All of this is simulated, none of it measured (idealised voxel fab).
Process module under the name voxel double patterning
Shown is cross-section cut, with a width of 170 nm and square cells of size 5 nm.
A cross-section is written here as square cells arranged in a grid, and it is given in bands from the top down, each band taking up one or more rows of cells. Look at the band entry: it leads with the top's height and the bottom's height in nm. Then it lists the materials left to right, with a width in nm for each. The word "everywhere" on a single material says that material fills the band edge to edge. The word "blank" is empty space. Below 0: as-received wafer, all one material; heights counted from there. Lowest band: no bottom, goes on down, written "top 0, no bottom". You'd read "30..40" like this: the band's top row of cells is as wide as the first number, its bottom row is as wide as the second, and going down, every row changes width by the same amount as the row before did. "left unchanged" (step): cross-section cells unchanged, all of them. Entry "Sealed internal voids". Content: empty spaces with no open connection to the top, size 8 cells or greater. Each: width x height at distance. Distance: from left edge. Unit: nm. It should be noted that, on the line of a given step, the content following the step's settings is a remark produced by the simulator itself with respect to that step. overlay nm: where the mask lay relative to plan, measured to the right, on steps with a mask; negatives go left.
[The process steps that were planned are listed below]
1,RECEIVE | material Si
2,CONFORMAL_DEP | material SiN | thk nm 10
3,DIRECTIONAL_DEP | material SiO2 | thk nm 10
4,DIRECTIONAL_DEP | material SiCN | thk nm 10
5,DIRECTIONAL_DEP | material aC | thk nm 15
6,PATTERN | tone open | mask id FIRST | material resist | width nm 15 | pitch nm 50 | thk nm 35 | overlay nm 0
7,DIRECTIONAL_ETCH | etch materials aC | depth nm 15
8,STRIP | etch materials resist
9,DIRECTIONAL_ETCH | etch materials SiCN | depth nm 10
10,STRIP | etch materials aC
11,PATTERN | tone open | mask id SECOND | material resist | width nm 15 | thk nm 20 | overlay nm 0
12,DIRECTIONAL_ETCH | etch materials SiCN | depth nm 10
13,STRIP | etch materials resist
14,DIRECTIONAL_ETCH | etch materials SiO2 | depth nm 10
15,STRIP | etch materials SiCN
[Wafer cross-section on receipt, i.e. after step 1]
  top 0, no bottom: Si everywhere
  Sealed internal voids: none
[Wafer cross-section at end of module: start and plan as shown above, one execution error]
  top 20, bottom 10: 40 of SiO2, then 15 of blank, then 20 of SiO2, then 30 of blank, then 65 of SiO2
  top 10, bottom 0: SiN everywhere
  top 0, no bottom: Si everywhere
  Sealed internal voids: none
The plan and the run diverged here: rather than as planned, step 6 actually ran as PATTERN | tone open | mask id FIRST | material resist | width nm 15 | pitch nm 50 | thk nm 35 | overlay nm -10
